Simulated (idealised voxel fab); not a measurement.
This section sets out a process module, namely voxel local oxidation.
It is cross-section cut that appears here, measuring 205 nm in width, its square cells being 5 nm in size.
How to read a cross-section here: the picture is a grid of square cells, written as bands going from the top down, and any band can span one or more rows of cells.
Look at the band entry: it leads with the top's height and the bottom's height in nm. Then it lists the materials left to right, with a width in nm for each. The word "throughout" on a single material says that material fills the band edge to edge. The word "blank" is empty space.
A quick word on heights: they are counted from 0, and under that level the wafer as it came to us is one material throughout. The lowest band is different from the rest in having no bottom; it simply continues downward, written as in "from 0 down".
Think of "30 to 40" as a width that walks from the first number to the second as you go down the band, top row to bottom row, taking equal-sized steps from row to row.
Key: "same as before" - step with no changed cell in the cross-section.
Empty spaces counting at least 8 cells and having no open way to the top are listed in "Closed void inventory". The notation width x height at distance is used for each, the distance being from the left edge and all three values in nm.
Heads up: the bit after the settings on a step's line is the simulator's remark on that step.
If you see "overlay nm" on a step's line and that step has a mask, it's telling you how far right of where it was planned the mask ended up; a negative number means it went left instead.

Set out below are the planned steps of the process:
1,RECEIVE (material Si)
2,OXIDIZE (depth nm 5)
3,CONFORMAL_DEP (material SiN; thk nm 10)
4,MASKED_ETCH (tone cover; mask id ACTIVE; width nm 105; etch materials SiN; depth nm 10; overlay nm 0)
5,SELECTIVE_ETCH (etch materials SiO2; depth nm 5)
6,OXIDIZE (depth nm 10)
7,STRIP (etch materials SiN)

The first of two wafers, run as planned:

Received-state cross-section, reflecting completion of step 1:
    from 0 down: Si throughout
    Closed void inventory: none

after step 2:
    from 0 to -5: SiO2 throughout
    Below -5 it's all the same as before, nothing changed down there.

after step 3:
    from 10 to 0: SiN throughout
    Below 0 it's all the same as before, nothing changed down there.

after step 4:
    from 10 to 0: blank (50) / SiN (105) / blank (50)
    Below 0 it's all the same as before, nothing changed down there.

after step 5:
    from 10 to 0: blank (50) / SiN (105) / blank (50)
    from 0 to -5: blank (55) / SiO2 (95) / blank (55)
    Below -5 it's all the same as before, nothing changed down there.

after step 6:
    from 10 to 0: blank (50) / SiN (105) / blank (50)
    from 0 to -5: blank (55) / SiO2 (95) / blank (55)
    from -5 to -15: SiO2 (65) / Si (75) / SiO2 (65)
    Below -15 it's all the same as before, nothing changed down there.

after step 7:
    from 0 to -5: blank (55) / SiO2 (95) / blank (55)
    Below -5 it's all the same as before, nothing changed down there.

Companion wafer, the second of two: same beginning, same intended sequence, one mistake in carrying it out; through step 2 inclusive it tracks the first exactly:

X-section, second wafer, when step 3 was due to finish: same as before

X-section, second wafer, when step 4 was due to finish: same as before

X-section, second wafer, when step 5 was due to finish:
    from -5 down: Si throughout

X-section, second wafer, when step 6 was due to finish:
    from -5 to -15: SiO2 throughout
    Below -15 it's all the same as before, nothing changed down there.

X-section, second wafer, when step 7 was due to finish: same as before
It is concluded that the wafer was processed incorrectly with respect to the plan, in that step 3 of the plan: omitted, not performed
Bottom line after processing is that, in cells, the second wafer is up or down on some materials versus the first: -30 Si, +11 SiO2
